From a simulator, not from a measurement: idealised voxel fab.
The document below concerns the process module designated voxel tone inversion.
In the cross-section labelled cut, the width is 145 nm and each square cell is 5 nm.
This document writes a cross-section as a grid whose cells are square, and gives it as bands, listed from the top down; one or more rows of cells form a band. Band: top and bottom heights (nm) first, top before bottom; then materials from left to right, widths in nm. "edge to edge" marks a sole material filling the band edge to edge. "blank" denotes empty space. Basically, 0 is our baseline, since under it the wafer straight out of the box is all one material. The bottom band has no lower end and keeps on going down, so it looks like "z 0 and below". Note: "30->40" means the width goes from the first number (top row of the band) to the second number (bottom row) in equal steps per row of cells. "everything unchanged" after a step means that no cell of the cross-section changed. "Sealed void listing" - sealed voids, min. 8 cells, no opening to top; format: width x height at distance (distance from left edge; nm throughout). Heads up: the bit after the settings on a step's line is the simulator's remark on that step. overlay nm, on a step with a mask: how far to the right of its planned place the mask lay; to the left if negative.
**Planned step list for the process**
1: RECEIVE (material Si)
2: CONFORMAL_DEP (material SiCN; thk nm 10)
3: DIRECTIONAL_DEP (material aC; thk nm 15)
4: PATTERN (tone cover; mask id POSTS; material resist; width nm 15; pitch nm 30; thk nm 20; overlay nm 0)
5: DIRECTIONAL_ETCH (etch materials aC; depth nm 15)
6: STRIP (etch materials resist)
7: FILL_DEP (material SiO2; thk nm 5)
8: CMP (height nm 25)
9: STRIP (etch materials aC)
10: CONFORMAL_DEP (material TiN; thk nm 5)
11: FILL_DEP (material Ru; thk nm 5)
12: CMP (height nm 25)
13: CONFORMAL_DEP (material SiCN; thk nm 5)
**So this is the incoming wafer in cross-section - it's already been through step 1**
> z 0 and below  Si edge to edge
> Sealed void listing: none
**End state of the module in cross-section, given the above starting point and plan and one mistake in execution**
> z 35 to 30  SiCN edge to edge
> z 30 to 25  25 of TiN | 5 of Ru | 25 of TiN | 5 of Ru | 25 of TiN | 5 of Ru | 25 of TiN | 5 of Ru | 25 of TiN
> z 25 to 15  20 of SiO2 | 5 of TiN | 5 of Ru | 5 of TiN | 15 of SiO2 | 5 of TiN | 5 of Ru | 5 of TiN | 15 of SiO2 | 5 of TiN | 5 of Ru | 5 of TiN | 15 of SiO2 | 5 of TiN | 5 of Ru | 5 of TiN | 20 of SiO2
> z 15 to 10  20 of SiO2 | 15 of TiN | 15 of SiO2 | 15 of TiN | 15 of SiO2 | 15 of TiN | 15 of SiO2 | 15 of TiN | 20 of SiO2
> z 10 to 0  SiCN edge to edge
> z 0 and below  Si edge to edge
> Sealed void listing: none
What broke from the plan during processing? off-plan run, step 12, actual operation and settings CMP (height nm 30)
